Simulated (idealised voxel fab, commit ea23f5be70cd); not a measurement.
The following process module bears the name voxel fin reveal.
The figure presents cross-section cut, which has a width of 290 nm and is divided into square cells with an edge length of 5 nm.
Cross-section = grid of square cells, listed top down in bands; band = one or more rows. Per band: top height and bottom height in nm, followed by the left-to-right materials and their widths in nm; "everywhere" marks a single material spanning edge to edge, "empty" marks empty space. Measure heights from 0. That's the level where, below it, the as-received wafer is all one material. The lowest band is bottomless and extends downward; write it as in "0 nm and below". The width entry "30..40" should be interpreted row by row: the top row of cells in the band takes the first number, the bottom row takes the second number, and the change between adjacent rows is uniform throughout. The cross-section has no changed cell in any step marked "nothing was modified". Empty spaces without an open route to the top, at least 8 cells in extent, make up the entry "Unvented voids"; each is given as width x height at distance, where the distance is measured from the left edge, and all are in nm. If you see something after the settings on a step's line, that's the simulator's own remark about that step. "overlay nm" on a masked step: distance the mask lay right of its planned place, negative for left.
The following list gives the planned process steps
1,op RECEIVE | material Si
2,op CONFORMAL_DEP | material SiN | thk nm 5
3,op DIRECTIONAL_DEP | material aC | thk nm 10
4,op PATTERN | tone cover | mask id FINS | material resist | width nm 15 | pitch nm 35 | thk nm 30 | overlay nm 0
5,op DIRECTIONAL_ETCH | etch materials aC | depth nm 10
6,op STRIP | etch materials resist
7,op DIRECTIONAL_ETCH | etch materials SiN | depth nm 5
8,op DIRECTIONAL_ETCH | etch materials Si | depth nm 30
9,op STRIP | etch materials aC
10,op OXIDIZE | depth nm 5
11,op FILL_DEP | material SiO2 | thk nm 15
12,op CMP | height nm 5
13,op SELECTIVE_ETCH | etch materials SiO2 | depth nm 20
14,op STRIP | etch materials SiN
15,op CONFORMAL_DEP | material HfO2 | thk nm 5
Cross-section, incoming material, after step 1
  0 nm and below  Si everywhere
  Unvented voids: none
First of two wafers: cross-section at end of module, run per plan
  5 nm to 0 nm  empty 120, HfO2 15, empty 20, HfO2 15, empty 120
  0 nm to -10 nm  empty 120, HfO2 5, Si 5, HfO2 5, empty 20, HfO2 5, Si 5, HfO2 5, empty 120
  -10 nm to -15 nm  HfO2 125, Si 5, HfO2 30, Si 5, HfO2 125
  -15 nm to -35 nm  SiO2 125, Si 5, SiO2 30, Si 5, SiO2 125
  -35 nm and below  Si everywhere
  Unvented voids: none
Cross-sectional image of the second wafer of the two following completion of the module. Starting state and process plan were the same as for the first wafer; one execution error occurred
  5 nm to 0 nm  empty 115, HfO2 15, empty 20, HfO2 15, empty 125
  0 nm to -10 nm  empty 115, HfO2 5, Si 5, HfO2 5, empty 20, HfO2 5, Si 5, HfO2 5, empty 125
  -10 nm to -15 nm  HfO2 120, Si 5, HfO2 30, Si 5, HfO2 130
  -15 nm to -35 nm  SiO2 120, Si 5, SiO2 30, Si 5, SiO2 130
  -35 nm and below  Si everywhere
  Unvented voids: none
Here's what went sideways: step 4 did not use the planned setting and instead ran as op PATTERN | tone cover | mask id FINS | material resist | width nm 15 | pitch nm 35 | thk nm 30 | overlay nm -5
Final wafers compared: equal cell tally per material, rearranged layout.
